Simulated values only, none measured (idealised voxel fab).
Proc. module: voxel capacitor over wiring
Pictured: cross-section cut, 235 nm wide, on a grid of 5 nm square cells.
Cross-section layout: square cells on a grid; listed as bands, top to bottom; a band spans one or more cell rows.
For a band, the entry starts with two heights in nm, that of the top and then that of the bottom, and carries on with the band's materials in order from left to right, each alongside its width in nm; the word "full width" beside a single material means it fills the band edge to edge, and "blank" means empty space.
Convention: height 0 is the level below which the wafer, as received, is all one material. The lowest band does not terminate at the bottom but continues downward, represented as "0 nm and below".
So if you see something like "30 to 40" for the width, read it as the top row of the band sitting at the first number and the bottom row at the second, with every row in between moving by the same amount as the last.
"everything unchanged" for a step: no cell of the cross-section changed in that step.
Basically, "Sealed internal cavities" tells you about the enclosed voids: empty spaces with no open way to the top, 8 cells or bigger, each written width x height at distance, where distance is from the left edge, all in nm.
Note: text after step settings on the step line = simulator remark on that step.
Regarding "overlay nm": on a step with a mask, it is the distance the mask lay to the right of its planned place; a negative value places it to the left.

-- The planned process steps are enumerated hereunder
1,RECEIVE [material Si]
2,CONFORMAL_DEP [material SiO2] [thk nm 15]
3,DIRECTIONAL_DEP [material TiN] [thk nm 5]
4,DIRECTIONAL_DEP [material Ru] [thk nm 20]
5,DIRECTIONAL_DEP [material aC] [thk nm 10]
6,PATTERN [tone cover] [mask id METAL_1] [material resist] [width nm 20] [pitch nm 90] [thk nm 30] [overlay nm 0]
7,DIRECTIONAL_ETCH [etch materials aC] [depth nm 10]
8,STRIP [etch materials resist]
9,DIRECTIONAL_ETCH [etch materials Ru] [depth nm 20]
10,DIRECTIONAL_ETCH [etch materials TiN] [depth nm 5]
11,STRIP [etch materials aC]
12,FILL_DEP [material SiO2] [thk nm 10]
13,CMP [height nm 40]
14,CONFORMAL_DEP [material SiCN] [thk nm 5]
15,DIRECTIONAL_DEP [material lowk] [thk nm 15]
16,MASKED_ETCH [tone open] [mask id PLUG_1] [width nm 15] [etch materials lowk] [depth nm 15] [overlay nm 0]
17,MASKED_ETCH [tone open] [mask id PLUG_1] [width nm 15] [etch materials SiCN] [depth nm 5] [overlay nm 0]
18,CONFORMAL_DEP [material TiN] [thk nm 5]
19,FILL_DEP [material Ru] [thk nm 10]
20,CMP [height nm 60]
21,DIRECTIONAL_DEP [material TiN] [thk nm 10]
22,DIRECTIONAL_DEP [material Al2O3] [thk nm 5]
23,DIRECTIONAL_DEP [material TiN] [thk nm 5]
24,PATTERN [tone cover] [mask id UPPER_PLATE] [material resist] [width nm 75] [thk nm 20] [overlay nm 0]
25,DIRECTIONAL_ETCH [etch materials TiN] [depth nm 5]
26,DIRECTIONAL_ETCH [etch materials Al2O3] [depth nm 5]
27,STRIP [etch materials resist]
28,PATTERN [tone cover] [mask id LOWER_PLATE] [material resist] [width nm 85] [thk nm 15] [overlay nm 0]
29,DIRECTIONAL_ETCH [etch materials TiN] [depth nm 10]
30,STRIP [etch materials resist]
31,FILL_DEP [material SiO2] [thk nm 15]
32,CMP [height nm 90]
33,MASKED_ETCH [tone open] [mask id PLUG_2] [width nm 15] [etch materials SiO2] [depth nm 10] [overlay nm 0]
34,CONFORMAL_DEP [material TiN] [thk nm 5]
35,FILL_DEP [material Ru] [thk nm 10]
36,CMP [height nm 90]
37,CONFORMAL_DEP [material SiN] [thk nm 5]

-- Of two wafers, the first: run according to plan

-- Cross-section of the wafer as it came to us, i.e., already through step 1
    0 nm and below | Si full width
    Sealed internal cavities: none

-- Cross-section: wafer state after step 2
    15 nm to 0 nm | SiO2 full width
    No changes below 0.

-- Cross-section: wafer state after step 3
    20 nm to 15 nm | TiN full width
    No changes below 15.

-- Cross-section: wafer state after step 4
    40 nm to 20 nm | Ru full width
    No changes below 20.

-- Cross-section: wafer state after step 5
    50 nm to 40 nm | aC full width
    No changes below 40.

-- Cross-section: wafer state after step 6
    80 nm to 50 nm | blank 60, then resist 20, then blank 70, then resist 20, then blank 65
    No changes below 50.

-- Cross-section: wafer state after step 7
    70 nm to 50 nm | blank 60, then resist 20, then blank 70, then resist 20, then blank 65
    50 nm to 40 nm | blank 60, then aC 20, then blank 70, then aC 20, then blank 65
    No changes below 40.

-- Cross-section: wafer state after step 8
    50 nm to 40 nm | blank 60, then aC 20, then blank 70, then aC 20, then blank 65
    No changes below 40.

-- Cross-section: wafer state after step 9
    50 nm to 40 nm | blank 60, then aC 20, then blank 70, then aC 20, then blank 65
    40 nm to 20 nm | blank 60, then Ru 20, then blank 70, then Ru 20, then blank 65
    No changes below 20.

-- Cross-section: wafer state after step 10
    50 nm to 40 nm | blank 60, then aC 20, then blank 70, then aC 20, then blank 65
    40 nm to 20 nm | blank 60, then Ru 20, then blank 70, then Ru 20, then blank 65
    20 nm to 15 nm | blank 60, then TiN 20, then blank 70, then TiN 20, then blank 65
    No changes below 15.

-- Cross-section: wafer state after step 11
    40 nm to 20 nm | blank 60, then Ru 20, then blank 70, then Ru 20, then blank 65
    No changes below 20.

-- Cross-section: wafer state after step 12
    50 nm to 40 nm | SiO2 full width
    40 nm to 20 nm | SiO2 60, then Ru 20, then SiO2 70, then Ru 20, then SiO2 65
    20 nm to 15 nm | SiO2 60, then TiN 20, then SiO2 70, then TiN 20, then SiO2 65
    No changes below 15.

-- Cross-section: wafer state after step 13
    40 nm to 20 nm | SiO2 60, then Ru 20, then SiO2 70, then Ru 20, then SiO2 65
    No changes below 20.

-- Cross-section: wafer state after step 14
    45 nm to 40 nm | SiCN full width
    No changes below 40.

-- Cross-section: wafer state after step 15
    60 nm to 45 nm | lowk full width
    No changes below 45.

-- Cross-section: wafer state after step 16
    60 nm to 45 nm | lowk 65, then blank 15, then lowk 155
    No changes below 45.

-- Cross-section: wafer state after step 17
    60 nm to 45 nm | lowk 65, then blank 15, then lowk 155
    45 nm to 40 nm | SiCN 65, then blank 15, then SiCN 155
    No changes below 40.

-- Cross-section: wafer state after step 18
    65 nm to 60 nm | TiN 70, then blank 5, then TiN 160
    60 nm to 45 nm | lowk 65, then TiN 5, then blank 5, then TiN 5, then lowk 155
    45 nm to 40 nm | SiCN 65, then TiN 15, then SiCN 155
    No changes below 40.

-- Cross-section: wafer state after step 19
    75 nm to 65 nm | Ru full width
    65 nm to 60 nm | TiN 70, then Ru 5, then TiN 160
    60 nm to 45 nm | lowk 65, then TiN 5, then Ru 5, then TiN 5, then lowk 155
    No changes below 45.

-- Cross-section: wafer state after step 20
    60 nm to 45 nm | lowk 65, then TiN 5, then Ru 5, then TiN 5, then lowk 155
    No changes below 45.

-- Cross-section: wafer state after step 21
    70 nm to 60 nm | TiN full width
    No changes below 60.

-- Cross-section: wafer state after step 22
    75 nm to 70 nm | Al2O3 full width
    No changes below 70.

-- Cross-section: wafer state after step 23
    80 nm to 75 nm | TiN full width
    No changes below 75.

-- Cross-section: wafer state after step 24
    100 nm to 80 nm | blank 65, then resist 75, then blank 95
    No changes below 80.

-- Cross-section: wafer state after step 25
    100 nm to 80 nm | blank 65, then resist 75, then blank 95
    80 nm to 75 nm | blank 65, then TiN 75, then blank 95
    No changes below 75.

-- Cross-section: wafer state after step 26
    100 nm to 80 nm | blank 65, then resist 75, then blank 95
    80 nm to 75 nm | blank 65, then TiN 75, then blank 95
    75 nm to 70 nm | blank 65, then Al2O3 75, then blank 95
    No changes below 70.

-- Cross-section: wafer state after step 27
    80 nm to 75 nm | blank 65, then TiN 75, then blank 95
    No changes below 75.

-- Cross-section: wafer state after step 28
    95 nm to 80 nm | blank 60, then resist 85, then blank 90
    80 nm to 75 nm | blank 60, then resist 5, then TiN 75, then resist 5, then blank 90
    75 nm to 70 nm | blank 60, then resist 5, then Al2O3 75, then resist 5, then blank 90
    No changes below 70.

-- Cross-section: wafer state after step 29
    95 nm to 80 nm | blank 60, then resist 85, then blank 90
    80 nm to 75 nm | blank 60, then resist 5, then TiN 75, then resist 5, then blank 90
    75 nm to 70 nm | blank 60, then resist 5, then Al2O3 75, then resist 5, then blank 90
    70 nm to 60 nm | blank 60, then TiN 85, then blank 90
    No changes below 60.

-- Cross-section: wafer state after step 30
    80 nm to 75 nm | blank 65, then TiN 75, then blank 95
    75 nm to 70 nm | blank 65, then Al2O3 75, then blank 95
    No changes below 70.

-- Cross-section: wafer state after step 31
    95 nm to 80 nm | SiO2 full width
    80 nm to 75 nm | SiO2 65, then TiN 75, then SiO2 95
    75 nm to 70 nm | SiO2 65, then Al2O3 75, then SiO2 95
    70 nm to 60 nm | SiO2 60, then TiN 85, then SiO2 90
    No changes below 60.

-- Cross-section: wafer state after step 32
    90 nm to 80 nm | SiO2 full width
    No changes below 80.

-- Cross-section: wafer state after step 33
    90 nm to 80 nm | SiO2 75, then blank 15, then SiO2 145
    No changes below 80.

-- Cross-section: wafer state after step 34
    95 nm to 90 nm | TiN 80, then blank 5, then TiN 150
    90 nm to 85 nm | SiO2 75, then TiN 5, then blank 5, then TiN 5, then SiO2 145
    85 nm to 75 nm | SiO2 75 to 65, then TiN 15 to 75, then SiO2 145 to 95
    No changes below 75.

-- Cross-section: wafer state after step 35
    105 nm to 95 nm | Ru full width
    95 nm to 90 nm | TiN 80, then Ru 5, then TiN 150
    90 nm to 85 nm | SiO2 75, then TiN 5, then Ru 5, then TiN 5, then SiO2 145
    No changes below 85.

-- Cross-section: wafer state after step 36
    90 nm to 85 nm | SiO2 75, then TiN 5, then Ru 5, then TiN 5, then SiO2 145
    No changes below 85.

-- Cross-section: wafer state after step 37
    95 nm to 90 nm | SiN full width
    No changes below 90.

-- Second of two: same start, same plan, one run error; steps up to and including 27 match the first

-- The second wafer in cross-section, at the planned close of step 28
    95 nm to 80 nm | blank 65, then resist 80, then blank 90
    80 nm to 75 nm | blank 65, then TiN 75, then resist 5, then blank 90
    75 nm to 70 nm | blank 65, then Al2O3 75, then resist 5, then blank 90
    No changes below 70.

-- The second wafer in cross-section, at the planned close of step 29
    95 nm to 80 nm | blank 65, then resist 80, then blank 90
    80 nm to 75 nm | blank 65, then TiN 75, then resist 5, then blank 90
    75 nm to 70 nm | blank 65, then Al2O3 75, then resist 5, then blank 90
    70 nm to 60 nm | blank 65, then TiN 80, then blank 90
    No changes below 60.

-- The second wafer in cross-section, at the planned close of step 30
    80 nm to 75 nm | blank 65, then TiN 75, then blank 95
    75 nm to 70 nm | blank 65, then Al2O3 75, then blank 95
    No changes below 70.

-- The second wafer in cross-section, at the planned close of step 31
    95 nm to 80 nm | SiO2 full width
    80 nm to 75 nm | SiO2 65, then TiN 75, then SiO2 95
    75 nm to 70 nm | SiO2 65, then Al2O3 75, then SiO2 95
    70 nm to 60 nm | SiO2 65, then TiN 80, then SiO2 90
    No changes below 60.

-- The second wafer in cross-section, at the planned close of step 32
    90 nm to 80 nm | SiO2 full width
    No changes below 80.

-- The second wafer in cross-section, at the planned close of step 33
    90 nm to 80 nm | SiO2 75, then blank 15, then SiO2 145
    No changes below 80.

-- The second wafer in cross-section, at the planned close of step 34
    95 nm to 90 nm | TiN 80, then blank 5, then TiN 150
    90 nm to 85 nm | SiO2 75, then TiN 5, then blank 5, then TiN 5, then SiO2 145
    85 nm to 75 nm | SiO2 75 to 65, then TiN 15 to 75, then SiO2 145 to 95
    No changes below 75.

-- The second wafer in cross-section, at the planned close of step 35
    105 nm to 95 nm | Ru full width
    95 nm to 90 nm | TiN 80, then Ru 5, then TiN 150
    90 nm to 85 nm | SiO2 75, then TiN 5, then Ru 5, then TiN 5, then SiO2 145
    No changes below 85.

-- The second wafer in cross-section, at the planned close of step 36
    90 nm to 85 nm | SiO2 75, then TiN 5, then Ru 5, then TiN 5, then SiO2 145
    No changes below 85.

-- The second wafer in cross-section, at the planned close of step 37
    95 nm to 90 nm | SiN full width
    No changes below 90.
Short version of what went wrong: not per plan at step 28, really ran PATTERN [tone cover] [mask id LOWER_PLATE] [material resist] [width nm 80] [thk nm 15] [overlay nm 0]
Final difference in cells, second wafer against first, listed per material as more or fewer: 2 more of SiO2; 2 fewer of TiN
